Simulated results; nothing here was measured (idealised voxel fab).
You're looking at the process module voxel double patterning.
For reference, the cross-section in this document is cut, with width 230 nm and square cells of 5 nm.
A cross-section is a grid of square cells, given in bands from the top down. A band is one or more rows of cells. Each band's line starts with the height of the band's top and of its bottom, in nm. Then come its materials from left to right, each with its width in nm. One material with "full width" fills the band from edge to edge. "air" is empty space. Counting heights begins at 0, where everything beneath is, in the wafer as received, one material. The lowest band has no bottom; it goes on downwards, as "from 0 down" shows. A width such as "30 to 40" changes by the same amount from each row of cells to the next, from the band's top row to its bottom row. The cross-section has no changed cell in any step marked "no change occurred". For the entry "Fully enclosed voids", the listed items are empty spaces with no open way to the top whose size is 8 cells or more; each item follows the pattern width x height at distance, where distance is from the left edge and all three are in nm. What comes after the settings on a step's line is commentary from the simulator itself on that step. overlay nm, on a step with a mask: how far to the right of its planned place the mask lay; to the left if negative.
PROCESS STEPS FORESEEN IN THE PLAN
1,RECEIVE | material Si
2,CONFORMAL_DEP | material SiO2 | thk nm 5
3,DIRECTIONAL_DEP | material W | thk nm 20
4,DIRECTIONAL_DEP | material SiCN | thk nm 10
5,DIRECTIONAL_DEP | material aC | thk nm 10
6,PATTERN | tone open | mask id FIRST | material resist | width nm 15 | pitch nm 50 | thk nm 25 | overlay nm 0
7,DIRECTIONAL_ETCH | etch materials aC | depth nm 10
8,STRIP | etch materials resist
9,DIRECTIONAL_ETCH | etch materials SiCN | depth nm 10
10,STRIP | etch materials aC
11,MASKED_ETCH | tone open | mask id SECOND | width nm 15 | pitch nm 50 | etch materials SiCN | depth nm 10 | overlay nm 0
12,DIRECTIONAL_ETCH | etch materials W | depth nm 20
13,STRIP | etch materials SiCN
ACCOUNT OF THE FIRST OF TWO WAFERS, WHICH WAS PROCESSED AS INTENDED
CROSS-SECTION: WAFER ON ARRIVAL = AFTER STEP 1
from 0 down = Si full width
Fully enclosed voids: none
WAFER SECTION VIEW AFTER PROCESSING STEP 2
from 5 to 0 = SiO2 full width
Below a height of 0, the structure has not been altered.
WAFER SECTION VIEW AFTER PROCESSING STEP 3
from 25 to 5 = W full width
Below a height of 5, the structure has not been altered.
WAFER SECTION VIEW AFTER PROCESSING STEP 4
from 35 to 25 = SiCN full width
Below a height of 25, the structure has not been altered.
WAFER SECTION VIEW AFTER PROCESSING STEP 5
from 45 to 35 = aC full width
Below a height of 35, the structure has not been altered.
WAFER SECTION VIEW AFTER PROCESSING STEP 6
from 70 to 45 = resist 55 nm; air 15 nm; resist 35 nm; air 15 nm; resist 35 nm; air 15 nm; resist 60 nm
Below a height of 45, the structure has not been altered.
WAFER SECTION VIEW AFTER PROCESSING STEP 7
from 60 to 45 = resist 55 nm; air 15 nm; resist 35 nm; air 15 nm; resist 35 nm; air 15 nm; resist 60 nm
from 45 to 35 = aC 55 nm; air 15 nm; aC 35 nm; air 15 nm; aC 35 nm; air 15 nm; aC 60 nm
Below a height of 35, the structure has not been altered.
WAFER SECTION VIEW AFTER PROCESSING STEP 8
from 45 to 35 = aC 55 nm; air 15 nm; aC 35 nm; air 15 nm; aC 35 nm; air 15 nm; aC 60 nm
Below a height of 35, the structure has not been altered.
WAFER SECTION VIEW AFTER PROCESSING STEP 9
from 45 to 35 = aC 55 nm; air 15 nm; aC 35 nm; air 15 nm; aC 35 nm; air 15 nm; aC 60 nm
from 35 to 25 = SiCN 55 nm; air 15 nm; SiCN 35 nm; air 15 nm; SiCN 35 nm; air 15 nm; SiCN 60 nm
Below a height of 25, the structure has not been altered.
WAFER SECTION VIEW AFTER PROCESSING STEP 10
from 35 to 25 = SiCN 55 nm; air 15 nm; SiCN 35 nm; air 15 nm; SiCN 35 nm; air 15 nm; SiCN 60 nm
Below a height of 25, the structure has not been altered.
WAFER SECTION VIEW AFTER PROCESSING STEP 11
from 35 to 25 = SiCN 55 nm; air 15 nm; SiCN 10 nm; air 15 nm; SiCN 10 nm; air 15 nm; SiCN 10 nm; air 15 nm; SiCN 10 nm; air 15 nm; SiCN 60 nm
Below a height of 25, the structure has not been altered.
WAFER SECTION VIEW AFTER PROCESSING STEP 12
from 35 to 25 = SiCN 55 nm; air 15 nm; SiCN 10 nm; air 15 nm; SiCN 10 nm; air 15 nm; SiCN 10 nm; air 15 nm; SiCN 10 nm; air 15 nm; SiCN 60 nm
from 25 to 5 = W 55 nm; air 15 nm; W 10 nm; air 15 nm; W 10 nm; air 15 nm; W 10 nm; air 15 nm; W 10 nm; air 15 nm; W 60 nm
Below a height of 5, the structure has not been altered.
WAFER SECTION VIEW AFTER PROCESSING STEP 13
from 25 to 5 = W 55 nm; air 15 nm; W 10 nm; air 15 nm; W 10 nm; air 15 nm; W 10 nm; air 15 nm; W 10 nm; air 15 nm; W 60 nm
Below a height of 5, the structure has not been altered.
WAFER TWO OF TWO - SAME STARTING POINT, SAME PROCESS PLAN, ONE MISTAKE IN EXECUTION; MATCHES WAFER ONE UP TO AND INCLUDING STEP 10
SECOND WAFER, SECTIONED VIEW, AT STEP 11'S PLANNED END TIME
from 35 to 25 = SiCN 55 nm; air 30 nm; SiCN 20 nm; air 30 nm; SiCN 20 nm; air 15 nm; SiCN 60 nm
Below a height of 25, the structure has not been altered.
SECOND WAFER, SECTIONED VIEW, AT STEP 12'S PLANNED END TIME
from 35 to 25 = SiCN 55 nm; air 30 nm; SiCN 20 nm; air 30 nm; SiCN 20 nm; air 15 nm; SiCN 60 nm
from 25 to 5 = W 55 nm; air 30 nm; W 20 nm; air 30 nm; W 20 nm; air 15 nm; W 60 nm
Below a height of 5, the structure has not been altered.
SECOND WAFER, SECTIONED VIEW, AT STEP 13'S PLANNED END TIME
from 25 to 5 = W 55 nm; air 30 nm; W 20 nm; air 30 nm; W 20 nm; air 15 nm; W 60 nm
Below a height of 5, the structure has not been altered.
Against the plan, the run slipped here: step 11 changed vs plan, executed as MASKED_ETCH | tone open | mask id SECOND | width nm 15 | pitch nm 50 | etch materials SiCN | depth nm 10 | overlay nm -10
Tallied in cells, the final second wafer holds each material in the same quantity as the first, although not at the same places.
